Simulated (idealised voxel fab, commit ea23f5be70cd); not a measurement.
Process module heading - voxel trench capacitor
cross-section cut | 285 nm wide | cells 5 nm
When this document writes out a cross-section, it uses a grid of square cells and lists it as bands, beginning at the top and moving down, with a band standing for one or more rows of cells. Basically the band line says how high the top is and how high the bottom is, in nm, and then what's in it from left to right, every material with its width in nm. Empty space shows up as "empty", and if a single material carries "all across" it runs the full band edge to edge. Basically, 0 is our baseline, since under it the wafer straight out of the box is all one material. The bottom band has no lower end and keeps on going down, so it looks like "0 -> down". When a width is written as two numbers, as in "30->40", the first number is the width in the top row of cells of the band and the second is the width in its bottom row, and the width changes by the same amount from each row to the next. Step note "everything unchanged" = no cross-section cell changed. For the entry "Sealed voids", the listed items are empty spaces with no open way to the top whose size is 8 cells or more; each item follows the pattern width x height at distance, where distance is from the left edge and all three are in nm. That trailing text on a step's line, after the settings, is the simulator's own remark on the step. The setting "overlay nm" may be written on the line of a step. When the step uses a mask, the value reports how far to the right of the planned place the mask lay, and a negative value reports that it lay to the left. So the way this works: pairs, before and after one process step. The after picture only goes down to the lowest band that actually changed, nothing below. Step and its settings are under each pair. And watch out, pairs might come from different runs of this module, same starting wafer though, so a pair only follows on from the one above if its "Cross-section, before" entry tells you so.
Cross-section, before
- 10 -> 5 | 35 nm HfO2; 30 nm empty; 30 nm HfO2; 30 nm empty; 30 nm HfO2; 30 nm empty; 30 nm HfO2; 30 nm empty; 40 nm HfO2
- 5 -> 0 | 30 nm SiN; 5 nm HfO2; 30 nm empty; 5 nm HfO2; 20 nm SiN; 5 nm HfO2; 30 nm empty; 5 nm HfO2; 20 nm SiN; 5 nm HfO2; 30 nm empty; 5 nm HfO2; 20 nm SiN; 5 nm HfO2; 30 nm empty; 5 nm HfO2; 35 nm SiN
- 0 -> -25 | 30 nm Si; 5 nm HfO2; 30 nm empty; 5 nm HfO2; 20 nm Si; 5 nm HfO2; 30 nm empty; 5 nm HfO2; 20 nm Si; 5 nm HfO2; 30 nm empty; 5 nm HfO2; 20 nm Si; 5 nm HfO2; 30 nm empty; 5 nm HfO2; 35 nm Si
- -25 -> -30 | 30 nm Si; 40 nm HfO2; 20 nm Si; 40 nm HfO2; 20 nm Si; 40 nm HfO2; 20 nm Si; 40 nm HfO2; 35 nm Si
- -30 -> down | Si all across
- Sealed voids: none
Post-Step Cross-Section
- 15 -> 10 | 40 nm TiN; 20 nm empty; 40 nm TiN; 20 nm empty; 40 nm TiN; 20 nm empty; 40 nm TiN; 20 nm empty; 45 nm TiN
- 10 -> 5 | 35 nm HfO2; 5 nm TiN; 20 nm empty; 5 nm TiN; 30 nm HfO2; 5 nm TiN; 20 nm empty; 5 nm TiN; 30 nm HfO2; 5 nm TiN; 20 nm empty; 5 nm TiN; 30 nm HfO2; 5 nm TiN; 20 nm empty; 5 nm TiN; 40 nm HfO2
- 5 -> 0 | 30 nm SiN; 5 nm HfO2; 5 nm TiN; 20 nm empty; 5 nm TiN; 5 nm HfO2; 20 nm SiN; 5 nm HfO2; 5 nm TiN; 20 nm empty; 5 nm TiN; 5 nm HfO2; 20 nm SiN; 5 nm HfO2; 5 nm TiN; 20 nm empty; 5 nm TiN; 5 nm HfO2; 20 nm SiN; 5 nm HfO2; 5 nm TiN; 20 nm empty; 5 nm TiN; 5 nm HfO2; 35 nm SiN
- 0 -> -20 | 30 nm Si; 5 nm HfO2; 5 nm TiN; 20 nm empty; 5 nm TiN; 5 nm HfO2; 20 nm Si; 5 nm HfO2; 5 nm TiN; 20 nm empty; 5 nm TiN; 5 nm HfO2; 20 nm Si; 5 nm HfO2; 5 nm TiN; 20 nm empty; 5 nm TiN; 5 nm HfO2; 20 nm Si; 5 nm HfO2; 5 nm TiN; 20 nm empty; 5 nm TiN; 5 nm HfO2; 35 nm Si
- -20 -> -25 | 30 nm Si; 5 nm HfO2; 30 nm TiN; 5 nm HfO2; 20 nm Si; 5 nm HfO2; 30 nm TiN; 5 nm HfO2; 20 nm Si; 5 nm HfO2; 30 nm TiN; 5 nm HfO2; 20 nm Si; 5 nm HfO2; 30 nm TiN; 5 nm HfO2; 35 nm Si
- Whatever lies below -25 is exactly as it was before.
- Sealed voids: none
Which operation lies between the before and after views above? op CONFORMAL_DEP | material TiN | thk nm 5
Cross-section, before: refer to the pair immediately above; the cross-section shown after its step is the state before this one.
Post-Step Cross-Section
- 25 -> 15 | W all across
- 15 -> 10 | 40 nm TiN; 20 nm W; 40 nm TiN; 20 nm W; 40 nm TiN; 20 nm W; 40 nm TiN; 20 nm W; 45 nm TiN
- 10 -> 5 | 35 nm HfO2; 5 nm TiN; 20 nm W; 5 nm TiN; 30 nm HfO2; 5 nm TiN; 20 nm W; 5 nm TiN; 30 nm HfO2; 5 nm TiN; 20 nm W; 5 nm TiN; 30 nm HfO2; 5 nm TiN; 20 nm W; 5 nm TiN; 40 nm HfO2
- 5 -> 0 | 30 nm SiN; 5 nm HfO2; 5 nm TiN; 20 nm W; 5 nm TiN; 5 nm HfO2; 20 nm SiN; 5 nm HfO2; 5 nm TiN; 20 nm W; 5 nm TiN; 5 nm HfO2; 20 nm SiN; 5 nm HfO2; 5 nm TiN; 20 nm W; 5 nm TiN; 5 nm HfO2; 20 nm SiN; 5 nm HfO2; 5 nm TiN; 20 nm W; 5 nm TiN; 5 nm HfO2; 35 nm SiN
- 0 -> -20 | 30 nm Si; 5 nm HfO2; 5 nm TiN; 20 nm W; 5 nm TiN; 5 nm HfO2; 20 nm Si; 5 nm HfO2; 5 nm TiN; 20 nm W; 5 nm TiN; 5 nm HfO2; 20 nm Si; 5 nm HfO2; 5 nm TiN; 20 nm W; 5 nm TiN; 5 nm HfO2; 20 nm Si; 5 nm HfO2; 5 nm TiN; 20 nm W; 5 nm TiN; 5 nm HfO2; 35 nm Si
- Whatever lies below -20 is exactly as it was before.
- Sealed voids: none
Which operation lies between the before and after views above? op FILL_DEP | material W | thk nm 10
Cross-section, before: refer to the pair immediately above; the cross-section shown after its step is the state before this one.
Post-Step Cross-Section
- 5 -> 0 | 30 nm SiN; 5 nm HfO2; 5 nm TiN; 20 nm W; 5 nm TiN; 5 nm HfO2; 20 nm SiN; 5 nm HfO2; 5 nm TiN; 20 nm W; 5 nm TiN; 5 nm HfO2; 20 nm SiN; 5 nm HfO2; 5 nm TiN; 20 nm W; 5 nm TiN; 5 nm HfO2; 20 nm SiN; 5 nm HfO2; 5 nm TiN; 20 nm W; 5 nm TiN; 5 nm HfO2; 35 nm SiN
- Whatever lies below 0 is exactly as it was before.
- Sealed voids: none
Which operation lies between the before and after views above? op CMP | height nm 5
Cross-section, before
- 15 -> 5 | aC all across
- 5 -> 0 | SiN all across
- 0 -> down | Si all across
- Sealed voids: none
Post-Step Cross-Section
- 40 -> 15 | 25 nm resist; 30 nm empty; 30 nm resist; 30 nm empty; 30 nm resist; 30 nm empty; 30 nm resist; 30 nm empty; 50 nm resist
- Whatever lies below 15 is exactly as it was before.
- Sealed voids: none
Which operation lies between the before and after views above? op PATTERN | tone open | mask id TRENCH | material resist | width nm 30 | pitch nm 60 | thk nm 25 | overlay nm -10
Cross-section, before: refer to the pair immediately above; the cross-section shown after its step is the state before this one.
Post-Step Cross-Section
- 30 -> 15 | 25 nm resist; 30 nm empty; 30 nm resist; 30 nm empty; 30 nm resist; 30 nm empty; 30 nm resist; 30 nm empty; 50 nm resist
- 15 -> 5 | 25 nm aC; 30 nm empty; 30 nm aC; 30 nm empty; 30 nm aC; 30 nm empty; 30 nm aC; 30 nm empty; 50 nm aC
- Whatever lies below 5 is exactly as it was before.
- Sealed voids: none
Which operation lies between the before and after views above? op DIRECTIONAL_ETCH | etch materials aC | depth nm 10
Cross-section, before: refer to the pair immediately above; the cross-section shown after its step is the state before this one.
Post-Step Cross-Section
- 15 -> 5 | 25 nm aC; 30 nm empty; 30 nm aC; 30 nm empty; 30 nm aC; 30 nm empty; 30 nm aC; 30 nm empty; 50 nm aC
- Whatever lies below 5 is exactly as it was before.
- Sealed voids: none
Which operation lies between the before and after views above? op STRIP | etch materials resist
Cross-section, before: refer to the pair immediately above; the cross-section shown after its step is the state before this one.
Post-Step Cross-Section
- 15 -> 5 | 25 nm aC; 30 nm empty; 30 nm aC; 30 nm empty; 30 nm aC; 30 nm empty; 30 nm aC; 30 nm empty; 50 nm aC
- 5 -> 0 | 25 nm SiN; 30 nm empty; 30 nm SiN; 30 nm empty; 30 nm SiN; 30 nm empty; 30 nm SiN; 30 nm empty; 50 nm SiN
- Whatever lies below 0 is exactly as it was before.
- Sealed voids: none
Which operation lies between the before and after views above? op DIRECTIONAL_ETCH | etch materials SiN | depth nm 5
Cross-section, before: refer to the pair immediately above; the cross-section shown after its step is the state before this one.
Post-Step Cross-Section
- 15 -> 5 | 25 nm aC; 30 nm empty; 30 nm aC; 30 nm empty; 30 nm aC; 30 nm empty; 30 nm aC; 30 nm empty; 50 nm aC
- 5 -> 0 | 25 nm SiN; 30 nm empty; 30 nm SiN; 30 nm empty; 30 nm SiN; 30 nm empty; 30 nm SiN; 30 nm empty; 50 nm SiN
- 0 -> -30 | 25 nm Si; 30 nm empty; 30 nm Si; 30 nm empty; 30 nm Si; 30 nm empty; 30 nm Si; 30 nm empty; 50 nm Si
- Whatever lies below -30 is exactly as it was before.
- Sealed voids: none
Which operation lies between the before and after views above? op DIRECTIONAL_ETCH | etch materials Si | depth nm 30
Cross-section, before: refer to the pair immediately above; the cross-section shown after its step is the state before this one.
Post-Step Cross-Section
- 5 -> 0 | 25 nm SiN; 30 nm empty; 30 nm SiN; 30 nm empty; 30 nm SiN; 30 nm empty; 30 nm SiN; 30 nm empty; 50 nm SiN
- Whatever lies below 0 is exactly as it was before.
- Sealed voids: none
Which operation lies between the before and after views above? op STRIP | etch materials aC
Cross-section, before: refer to the pair immediately above; the cross-section shown after its step is the state before this one.
Post-Step Cross-Section
- 10 -> 5 | 30 nm HfO2; 20 nm empty; 40 nm HfO2; 20 nm empty; 40 nm HfO2; 20 nm empty; 40 nm HfO2; 20 nm empty; 55 nm HfO2
- 5 -> 0 | 25 nm SiN; 5 nm HfO2; 20 nm empty; 5 nm HfO2; 30 nm SiN; 5 nm HfO2; 20 nm empty; 5 nm HfO2; 30 nm SiN; 5 nm HfO2; 20 nm empty; 5 nm HfO2; 30 nm SiN; 5 nm HfO2; 20 nm empty; 5 nm HfO2; 50 nm SiN
- 0 -> -25 | 25 nm Si; 5 nm HfO2; 20 nm empty; 5 nm HfO2; 30 nm Si; 5 nm HfO2; 20 nm empty; 5 nm HfO2; 30 nm Si; 5 nm HfO2; 20 nm empty; 5 nm HfO2; 30 nm Si; 5 nm HfO2; 20 nm empty; 5 nm HfO2; 50 nm Si
- -25 -> -30 | 25 nm Si; 30 nm HfO2; 30 nm Si; 30 nm HfO2; 30 nm Si; 30 nm HfO2; 30 nm Si; 30 nm HfO2; 50 nm Si
- Whatever lies below -30 is exactly as it was before.
- Sealed voids: none
Which operation lies between the before and after views above? op CONFORMAL_DEP | material HfO2 | thk nm 5
Cross-section, before: refer to the pair immediately above; the cross-section shown after its step is the state before this one.
Post-Step Cross-Section
- 15 -> 10 | 35 nm TiN; 10 nm empty; 50 nm TiN; 10 nm empty; 50 nm TiN; 10 nm empty; 50 nm TiN; 10 nm empty; 60 nm TiN
- 10 -> 5 | 30 nm HfO2; 5 nm TiN; 10 nm empty; 5 nm TiN; 40 nm HfO2; 5 nm TiN; 10 nm empty; 5 nm TiN; 40 nm HfO2; 5 nm TiN; 10 nm empty; 5 nm TiN; 40 nm HfO2; 5 nm TiN; 10 nm empty; 5 nm TiN; 55 nm HfO2
- 5 -> 0 | 25 nm SiN; 5 nm HfO2; 5 nm TiN; 10 nm empty; 5 nm TiN; 5 nm HfO2; 30 nm SiN; 5 nm HfO2; 5 nm TiN; 10 nm empty; 5 nm TiN; 5 nm HfO2; 30 nm SiN; 5 nm HfO2; 5 nm TiN; 10 nm empty; 5 nm TiN; 5 nm HfO2; 30 nm SiN; 5 nm HfO2; 5 nm TiN; 10 nm empty; 5 nm TiN; 5 nm HfO2; 50 nm SiN
- 0 -> -20 | 25 nm Si; 5 nm HfO2; 5 nm TiN; 10 nm empty; 5 nm TiN; 5 nm HfO2; 30 nm Si; 5 nm HfO2; 5 nm TiN; 10 nm empty; 5 nm TiN; 5 nm HfO2; 30 nm Si; 5 nm HfO2; 5 nm TiN; 10 nm empty; 5 nm TiN; 5 nm HfO2; 30 nm Si; 5 nm HfO2; 5 nm TiN; 10 nm empty; 5 nm TiN; 5 nm HfO2; 50 nm Si
- -20 -> -25 | 25 nm Si; 5 nm HfO2; 20 nm TiN; 5 nm HfO2; 30 nm Si; 5 nm HfO2; 20 nm TiN; 5 nm HfO2; 30 nm Si; 5 nm HfO2; 20 nm TiN; 5 nm HfO2; 30 nm Si; 5 nm HfO2; 20 nm TiN; 5 nm HfO2; 50 nm Si
- Whatever lies below -25 is exactly as it was before.
- Sealed voids: none
Which operation lies between the before and after views above? op CONFORMAL_DEP | material TiN | thk nm 5
Cross-section, before: refer to the pair immediately above; the cross-section shown after its step is the state before this one.
Post-Step Cross-Section
- 25 -> 15 | W all across
- 15 -> 10 | 35 nm TiN; 10 nm W; 50 nm TiN; 10 nm W; 50 nm TiN; 10 nm W; 50 nm TiN; 10 nm W; 60 nm TiN
- 10 -> 5 | 30 nm HfO2; 5 nm TiN; 10 nm W; 5 nm TiN; 40 nm HfO2; 5 nm TiN; 10 nm W; 5 nm TiN; 40 nm HfO2; 5 nm TiN; 10 nm W; 5 nm TiN; 40 nm HfO2; 5 nm TiN; 10 nm W; 5 nm TiN; 55 nm HfO2
- 5 -> 0 | 25 nm SiN; 5 nm HfO2; 5 nm TiN; 10 nm W; 5 nm TiN; 5 nm HfO2; 30 nm SiN; 5 nm HfO2; 5 nm TiN; 10 nm W; 5 nm TiN; 5 nm HfO2; 30 nm SiN; 5 nm HfO2; 5 nm TiN; 10 nm W; 5 nm TiN; 5 nm HfO2; 30 nm SiN; 5 nm HfO2; 5 nm TiN; 10 nm W; 5 nm TiN; 5 nm HfO2; 50 nm SiN
- 0 -> -20 | 25 nm Si; 5 nm HfO2; 5 nm TiN; 10 nm W; 5 nm TiN; 5 nm HfO2; 30 nm Si; 5 nm HfO2; 5 nm TiN; 10 nm W; 5 nm TiN; 5 nm HfO2; 30 nm Si; 5 nm HfO2; 5 nm TiN; 10 nm W; 5 nm TiN; 5 nm HfO2; 30 nm Si; 5 nm HfO2; 5 nm TiN; 10 nm W; 5 nm TiN; 5 nm HfO2; 50 nm Si
- Whatever lies below -20 is exactly as it was before.
- Sealed voids: none
Which operation lies between the before and after views above? op FILL_DEP | material W | thk nm 10
Cross-section, before: refer to the pair immediately above; the cross-section shown after its step is the state before this one.
Post-Step Cross-Section
- 5 -> 0 | 25 nm SiN; 5 nm HfO2; 5 nm TiN; 10 nm W; 5 nm TiN; 5 nm HfO2; 30 nm SiN; 5 nm HfO2; 5 nm TiN; 10 nm W; 5 nm TiN; 5 nm HfO2; 30 nm SiN; 5 nm HfO2; 5 nm TiN; 10 nm W; 5 nm TiN; 5 nm HfO2; 30 nm SiN; 5 nm HfO2; 5 nm TiN; 10 nm W; 5 nm TiN; 5 nm HfO2; 50 nm SiN
- Whatever lies below 0 is exactly as it was before.
- Sealed voids: none
Which operation lies between the before and after views above? op CMP | height nm 5
Cross-section, before
- 5 -> 0 | 35 nm SiN; 30 nm empty; 30 nm SiN; 30 nm empty; 30 nm SiN; 30 nm empty; 30 nm SiN; 30 nm empty; 40 nm SiN
- 0 -> -30 | 35 nm Si; 30 nm empty; 30 nm Si; 30 nm empty; 30 nm Si; 30 nm empty; 30 nm Si; 30 nm empty; 40 nm Si
- -30 -> down | Si all across
- Sealed voids: none
Post-Step Cross-Section
- 10 -> 5 | 40 nm aC; 20 nm empty; 40 nm aC; 20 nm empty; 40 nm aC; 20 nm empty; 40 nm aC; 20 nm empty; 45 nm aC
- 5 -> 0 | 35 nm SiN; 5 nm aC; 20 nm empty; 5 nm aC; 30 nm SiN; 5 nm aC; 20 nm empty; 5 nm aC; 30 nm SiN; 5 nm aC; 20 nm empty; 5 nm aC; 30 nm SiN; 5 nm aC; 20 nm empty; 5 nm aC; 40 nm SiN
- 0 -> -25 | 35 nm Si; 5 nm aC; 20 nm empty; 5 nm aC; 30 nm Si; 5 nm aC; 20 nm empty; 5 nm aC; 30 nm Si; 5 nm aC; 20 nm empty; 5 nm aC; 30 nm Si; 5 nm aC; 20 nm empty; 5 nm aC; 40 nm Si
- -25 -> -30 | 35 nm Si; 30 nm aC; 30 nm Si; 30 nm aC; 30 nm Si; 30 nm aC; 30 nm Si; 30 nm aC; 40 nm Si
- Whatever lies below -30 is exactly as it was before.
- Sealed voids: none
Which operation lies between the before and after views above? op CONFORMAL_DEP | material aC | thk nm 5
Cross-section, before: refer to the pair immediately above; the cross-section shown after its step is the state before this one.
Post-Step Cross-Section
- 15 -> 10 | 45 nm TiN; 10 nm empty; 50 nm TiN; 10 nm empty; 50 nm TiN; 10 nm empty; 50 nm TiN; 10 nm empty; 50 nm TiN
- 10 -> 5 | 40 nm aC; 5 nm TiN; 10 nm empty; 5 nm TiN; 40 nm aC; 5 nm TiN; 10 nm empty; 5 nm TiN; 40 nm aC; 5 nm TiN; 10 nm empty; 5 nm TiN; 40 nm aC; 5 nm TiN; 10 nm empty; 5 nm TiN; 45 nm aC
- 5 -> 0 | 35 nm SiN; 5 nm aC; 5 nm TiN; 10 nm empty; 5 nm TiN; 5 nm aC; 30 nm SiN; 5 nm aC; 5 nm TiN; 10 nm empty; 5 nm TiN; 5 nm aC; 30 nm SiN; 5 nm aC; 5 nm TiN; 10 nm empty; 5 nm TiN; 5 nm aC; 30 nm SiN; 5 nm aC; 5 nm TiN; 10 nm empty; 5 nm TiN; 5 nm aC; 40 nm SiN
- 0 -> -20 | 35 nm Si; 5 nm aC; 5 nm TiN; 10 nm empty; 5 nm TiN; 5 nm aC; 30 nm Si; 5 nm aC; 5 nm TiN; 10 nm empty; 5 nm TiN; 5 nm aC; 30 nm Si; 5 nm aC; 5 nm TiN; 10 nm empty; 5 nm TiN; 5 nm aC; 30 nm Si; 5 nm aC; 5 nm TiN; 10 nm empty; 5 nm TiN; 5 nm aC; 40 nm Si
- -20 -> -25 | 35 nm Si; 5 nm aC; 20 nm TiN; 5 nm aC; 30 nm Si; 5 nm aC; 20 nm TiN; 5 nm aC; 30 nm Si; 5 nm aC; 20 nm TiN; 5 nm aC; 30 nm Si; 5 nm aC; 20 nm TiN; 5 nm aC; 40 nm Si
- Whatever lies below -25 is exactly as it was before.
- Sealed voids: none
Which operation lies between the before and after views above? op CONFORMAL_DEP | material TiN | thk nm 5
Cross-section, before: refer to the pair immediately above; the cross-section shown after its step is the state before this one.
Post-Step Cross-Section
- 25 -> 15 | W all across
- 15 -> 10 | 45 nm TiN; 10 nm W; 50 nm TiN; 10 nm W; 50 nm TiN; 10 nm W; 50 nm TiN; 10 nm W; 50 nm TiN
- 10 -> 5 | 40 nm aC; 5 nm TiN; 10 nm W; 5 nm TiN; 40 nm aC; 5 nm TiN; 10 nm W; 5 nm TiN; 40 nm aC; 5 nm TiN; 10 nm W; 5 nm TiN; 40 nm aC; 5 nm TiN; 10 nm W; 5 nm TiN; 45 nm aC
- 5 -> 0 | 35 nm SiN; 5 nm aC; 5 nm TiN; 10 nm W; 5 nm TiN; 5 nm aC; 30 nm SiN; 5 nm aC; 5 nm TiN; 10 nm W; 5 nm TiN; 5 nm aC; 30 nm SiN; 5 nm aC; 5 nm TiN; 10 nm W; 5 nm TiN; 5 nm aC; 30 nm SiN; 5 nm aC; 5 nm TiN; 10 nm W; 5 nm TiN; 5 nm aC; 40 nm SiN
- 0 -> -20 | 35 nm Si; 5 nm aC; 5 nm TiN; 10 nm W; 5 nm TiN; 5 nm aC; 30 nm Si; 5 nm aC; 5 nm TiN; 10 nm W; 5 nm TiN; 5 nm aC; 30 nm Si; 5 nm aC; 5 nm TiN; 10 nm W; 5 nm TiN; 5 nm aC; 30 nm Si; 5 nm aC; 5 nm TiN; 10 nm W; 5 nm TiN; 5 nm aC; 40 nm Si
- Whatever lies below -20 is exactly as it was before.
- Sealed voids: none
Which operation lies between the before and after views above? op FILL_DEP | material W | thk nm 10
Cross-section, before: refer to the pair immediately above; the cross-section shown after its step is the state before this one.
Post-Step Cross-Section
- 5 -> 0 | 35 nm SiN; 5 nm aC; 5 nm TiN; 10 nm W; 5 nm TiN; 5 nm aC; 30 nm SiN; 5 nm aC; 5 nm TiN; 10 nm W; 5 nm TiN; 5 nm aC; 30 nm SiN; 5 nm aC; 5 nm TiN; 10 nm W; 5 nm TiN; 5 nm aC; 30 nm SiN; 5 nm aC; 5 nm TiN; 10 nm W; 5 nm TiN; 5 nm aC; 40 nm SiN
- Whatever lies below 0 is exactly as it was before.
- Sealed voids: none
Which operation lies between the before and after views above? op CMP | height nm 5
Cross-section, before
- 15 -> 5 | aC all across
- 5 -> 0 | SiN all across
- 0 -> down | Si all across
- Sealed voids: none
Post-Step Cross-Section
- 40 -> 15 | 35 nm empty; 30 nm resist; 30 nm empty; 30 nm resist; 30 nm empty; 30 nm resist; 30 nm empty; 30 nm resist; 40 nm empty
- Whatever lies below 15 is exactly as it was before.
- Sealed voids: none
Which operation lies between the before and after views above? op PATTERN | tone cover | mask id TRENCH | material resist | width nm 30 | pitch nm 60 | thk nm 25 | overlay nm 0
Cross-section, before: refer to the pair immediately above; the cross-section shown after its step is the state before this one.
Post-Step Cross-Section
- 30 -> 15 | 35 nm empty; 30 nm resist; 30 nm empty; 30 nm resist; 30 nm empty; 30 nm resist; 30 nm empty; 30 nm resist; 40 nm empty
- 15 -> 5 | 35 nm empty; 30 nm aC; 30 nm empty; 30 nm aC; 30 nm empty; 30 nm aC; 30 nm empty; 30 nm aC; 40 nm empty
- Whatever lies below 5 is exactly as it was before.
- Sealed voids: none
Which operation lies between the before and after views above? op DIRECTIONAL_ETCH | etch materials aC | depth nm 10
Cross-section, before: refer to the pair immediately above; the cross-section shown after its step is the state before this one.
Post-Step Cross-Section
- 15 -> 5 | 35 nm empty; 30 nm aC; 30 nm empty; 30 nm aC; 30 nm empty; 30 nm aC; 30 nm empty; 30 nm aC; 40 nm empty
- Whatever lies below 5 is exactly as it was before.
- Sealed voids: none
Which operation lies between the before and after views above? op STRIP | etch materials resist
Cross-section, before: refer to the pair immediately above; the cross-section shown after its step is the state before this one.
Post-Step Cross-Section
- 15 -> 5 | 35 nm empty; 30 nm aC; 30 nm empty; 30 nm aC; 30 nm empty; 30 nm aC; 30 nm empty; 30 nm aC; 40 nm empty
- 5 -> 0 | 35 nm empty; 30 nm SiN; 30 nm empty; 30 nm SiN; 30 nm empty; 30 nm SiN; 30 nm empty; 30 nm SiN; 40 nm empty
- Whatever lies below 0 is exactly as it was before.
- Sealed voids: none
Which operation lies between the before and after views above? op DIRECTIONAL_ETCH | etch materials SiN | depth nm 5
Cross-section, before: refer to the pair immediately above; the cross-section shown after its step is the state before this one.
Post-Step Cross-Section
- 15 -> 5 | 35 nm empty; 30 nm aC; 30 nm empty; 30 nm aC; 30 nm empty; 30 nm aC; 30 nm empty; 30 nm aC; 40 nm empty
- 5 -> 0 | 35 nm empty; 30 nm SiN; 30 nm empty; 30 nm SiN; 30 nm empty; 30 nm SiN; 30 nm empty; 30 nm SiN; 40 nm empty
- 0 -> -30 | 35 nm empty; 30 nm Si; 30 nm empty; 30 nm Si; 30 nm empty; 30 nm Si; 30 nm empty; 30 nm Si; 40 nm empty
- Whatever lies below -30 is exactly as it was before.
- Sealed voids: none
Which operation lies between the before and after views above? op DIRECTIONAL_ETCH | etch materials Si | depth nm 30
Cross-section, before: refer to the pair immediately above; the cross-section shown after its step is the state before this one.
Post-Step Cross-Section
- 5 -> 0 | 35 nm empty; 30 nm SiN; 30 nm empty; 30 nm SiN; 30 nm empty; 30 nm SiN; 30 nm empty; 30 nm SiN; 40 nm empty
- Whatever lies below 0 is exactly as it was before.
- Sealed voids: none
Which operation lies between the before and after views above? op STRIP | etch materials aC
Cross-section, before: refer to the pair immediately above; the cross-section shown after its step is the state before this one.
Post-Step Cross-Section
- 10 -> 5 | 30 nm empty; 40 nm HfO2; 20 nm empty; 40 nm HfO2; 20 nm empty; 40 nm HfO2; 20 nm empty; 40 nm HfO2; 35 nm empty
- 5 -> 0 | 30 nm empty; 5 nm HfO2; 30 nm SiN; 5 nm HfO2; 20 nm empty; 5 nm HfO2; 30 nm SiN; 5 nm HfO2; 20 nm empty; 5 nm HfO2; 30 nm SiN; 5 nm HfO2; 20 nm empty; 5 nm HfO2; 30 nm SiN; 5 nm HfO2; 35 nm empty
- 0 -> -25 | 30 nm empty; 5 nm HfO2; 30 nm Si; 5 nm HfO2; 20 nm empty; 5 nm HfO2; 30 nm Si; 5 nm HfO2; 20 nm empty; 5 nm HfO2; 30 nm Si; 5 nm HfO2; 20 nm empty; 5 nm HfO2; 30 nm Si; 5 nm HfO2; 35 nm empty
- -25 -> -30 | 35 nm HfO2; 30 nm Si; 30 nm HfO2; 30 nm Si; 30 nm HfO2; 30 nm Si; 30 nm HfO2; 30 nm Si; 40 nm HfO2
- Whatever lies below -30 is exactly as it was before.
- Sealed voids: none
Which operation lies between the before and after views above? op CONFORMAL_DEP | material HfO2 | thk nm 5
Cross-section, before: refer to the pair immediately above; the cross-section shown after its step is the state before this one.
Post-Step Cross-Section
- 15 -> 10 | 25 nm empty; 50 nm TiN; 10 nm empty; 50 nm TiN; 10 nm empty; 50 nm TiN; 10 nm empty; 50 nm TiN; 30 nm empty
- 10 -> 5 | 25 nm empty; 5 nm TiN; 40 nm HfO2; 5 nm TiN; 10 nm empty; 5 nm TiN; 40 nm HfO2; 5 nm TiN; 10 nm empty; 5 nm TiN; 40 nm HfO2; 5 nm TiN; 10 nm empty; 5 nm TiN; 40 nm HfO2; 5 nm TiN; 30 nm empty
- 5 -> 0 | 25 nm empty; 5 nm TiN; 5 nm HfO2; 30 nm SiN; 5 nm HfO2; 5 nm TiN; 10 nm empty; 5 nm TiN; 5 nm HfO2; 30 nm SiN; 5 nm HfO2; 5 nm TiN; 10 nm empty; 5 nm TiN; 5 nm HfO2; 30 nm SiN; 5 nm HfO2; 5 nm TiN; 10 nm empty; 5 nm TiN; 5 nm HfO2; 30 nm SiN; 5 nm HfO2; 5 nm TiN; 30 nm empty
- 0 -> -20 | 25 nm empty; 5 nm TiN; 5 nm HfO2; 30 nm Si; 5 nm HfO2; 5 nm TiN; 10 nm empty; 5 nm TiN; 5 nm HfO2; 30 nm Si; 5 nm HfO2; 5 nm TiN; 10 nm empty; 5 nm TiN; 5 nm HfO2; 30 nm Si; 5 nm HfO2; 5 nm TiN; 10 nm empty; 5 nm TiN; 5 nm HfO2; 30 nm Si; 5 nm HfO2; 5 nm TiN; 30 nm empty
- -20 -> -25 | 30 nm TiN; 5 nm HfO2; 30 nm Si; 5 nm HfO2; 20 nm TiN; 5 nm HfO2; 30 nm Si; 5 nm HfO2; 20 nm TiN; 5 nm HfO2; 30 nm Si; 5 nm HfO2; 20 nm TiN; 5 nm HfO2; 30 nm Si; 5 nm HfO2; 35 nm TiN
- Whatever lies below -25 is exactly as it was before.
- Sealed voids: none
Which operation lies between the before and after views above? op CONFORMAL_DEP | material TiN | thk nm 5
Cross-section, before: refer to the pair immediately above; the cross-section shown after its step is the state before this one.
Post-Step Cross-Section
- 25 -> 15 | W all across
- 15 -> 10 | 25 nm W; 50 nm TiN; 10 nm W; 50 nm TiN; 10 nm W; 50 nm TiN; 10 nm W; 50 nm TiN; 30 nm W
- 10 -> 5 | 25 nm W; 5 nm TiN; 40 nm HfO2; 5 nm TiN; 10 nm W; 5 nm TiN; 40 nm HfO2; 5 nm TiN; 10 nm W; 5 nm TiN; 40 nm HfO2; 5 nm TiN; 10 nm W; 5 nm TiN; 40 nm HfO2; 5 nm TiN; 30 nm W
- 5 -> 0 | 25 nm W; 5 nm TiN; 5 nm HfO2; 30 nm SiN; 5 nm HfO2; 5 nm TiN; 10 nm W; 5 nm TiN; 5 nm HfO2; 30 nm SiN; 5 nm HfO2; 5 nm TiN; 10 nm W; 5 nm TiN; 5 nm HfO2; 30 nm SiN; 5 nm HfO2; 5 nm TiN; 10 nm W; 5 nm TiN; 5 nm HfO2; 30 nm SiN; 5 nm HfO2; 5 nm TiN; 30 nm W
- 0 -> -20 | 25 nm W; 5 nm TiN; 5 nm HfO2; 30 nm Si; 5 nm HfO2; 5 nm TiN; 10 nm W; 5 nm TiN; 5 nm HfO2; 30 nm Si; 5 nm HfO2; 5 nm TiN; 10 nm W; 5 nm TiN; 5 nm HfO2; 30 nm Si; 5 nm HfO2; 5 nm TiN; 10 nm W; 5 nm TiN; 5 nm HfO2; 30 nm Si; 5 nm HfO2; 5 nm TiN; 30 nm W
- Whatever lies below -20 is exactly as it was before.
- Sealed voids: none
Which operation lies between the before and after views above? op FILL_DEP | material W | thk nm 10
Cross-section, before: refer to the pair immediately above; the cross-section shown after its step is the state before this one.
Post-Step Cross-Section
- 5 -> 0 | 25 nm W; 5 nm TiN; 5 nm HfO2; 30 nm SiN; 5 nm HfO2; 5 nm TiN; 10 nm W; 5 nm TiN; 5 nm HfO2; 30 nm SiN; 5 nm HfO2; 5 nm TiN; 10 nm W; 5 nm TiN; 5 nm HfO2; 30 nm SiN; 5 nm HfO2; 5 nm TiN; 10 nm W; 5 nm TiN; 5 nm HfO2; 30 nm SiN; 5 nm HfO2; 5 nm TiN; 30 nm W
- Whatever lies below 0 is exactly as it was before.
- Sealed voids: none
Which operation lies between the before and after views above? op CMP | height nm 5
